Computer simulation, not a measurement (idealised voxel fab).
Herein follows the process module entitled voxel plated lines.
The cross-section shown here is cut; it is 225 nm wide and divided into square cells measuring 5 nm on a side.
A cross-section in this document is a grid of square cells, and it is written down as bands, the top band listed before the ones below it; a band is made up of one or more rows of cells. What a band's entry tells you: where the top is and where the bottom is, as heights in nm, and after that what lies inside, material by material from left to right, each with its width in nm. Empty space is written as the word "blank", and a single material marked with the word "everywhere" occupies the band from edge to edge. Basically, 0 is our baseline, since under it the wafer straight out of the box is all one material. The bottom band has no lower end and keeps on going down, so it looks like "0 -> down". The width entry "30->40" should be interpreted row by row: the top row of cells in the band takes the first number, the bottom row takes the second number, and the change between adjacent rows is uniform throughout. What does "same as before" mean for a step? It means no cell of the cross-section changed in that step. Empty spaces counting at least 8 cells and having no open way to the top are listed in "Enclosed voids". The notation width x height at distance is used for each, the distance being from the left edge and all three values in nm. Step line, after settings: the simulator's comment on this step. The "overlay nm" setting may appear on a step's line; for a step that uses a mask, it gives how far to the right of its planned position the mask lay, and a negative value indicates the left.

Intended process steps:
1: RECEIVE, material Si
2: CONFORMAL_DEP, material Al2O3, thk nm 10
3: DIRECTIONAL_DEP, material TiN, thk nm 5
4: PATTERN, tone open, mask id LINES, material resist, width nm 15, pitch nm 40, thk nm 30, overlay nm 0
5: EPI, material Ru, thk nm 5
6: EPI, material Ru, thk nm 5
7: STRIP, etch materials resist
8: DIRECTIONAL_ETCH, etch materials TiN, depth nm 5
9: CONFORMAL_DEP, material SiO2, thk nm 10

This is the cross-section of the wafer as we received it, i.e. after step 1:
> 0 -> down  Si everywhere
> Enclosed voids: none

The plan above was carried out on the starting structure above with one mistake, and this cross-section shows the wafer at the end of the module:
> 25 -> 15  blank 85 | Ru 15 | blank 25 | Ru 15 | blank 85
> 15 -> 10  blank 85 | TiN 15 | blank 25 | TiN 15 | blank 85
> 10 -> 0  Al2O3 everywhere
> 0 -> down  Si everywhere
> Enclosed voids: none
What went wrong in running the wafer? step 9 was dropped from the plan's execution and never run
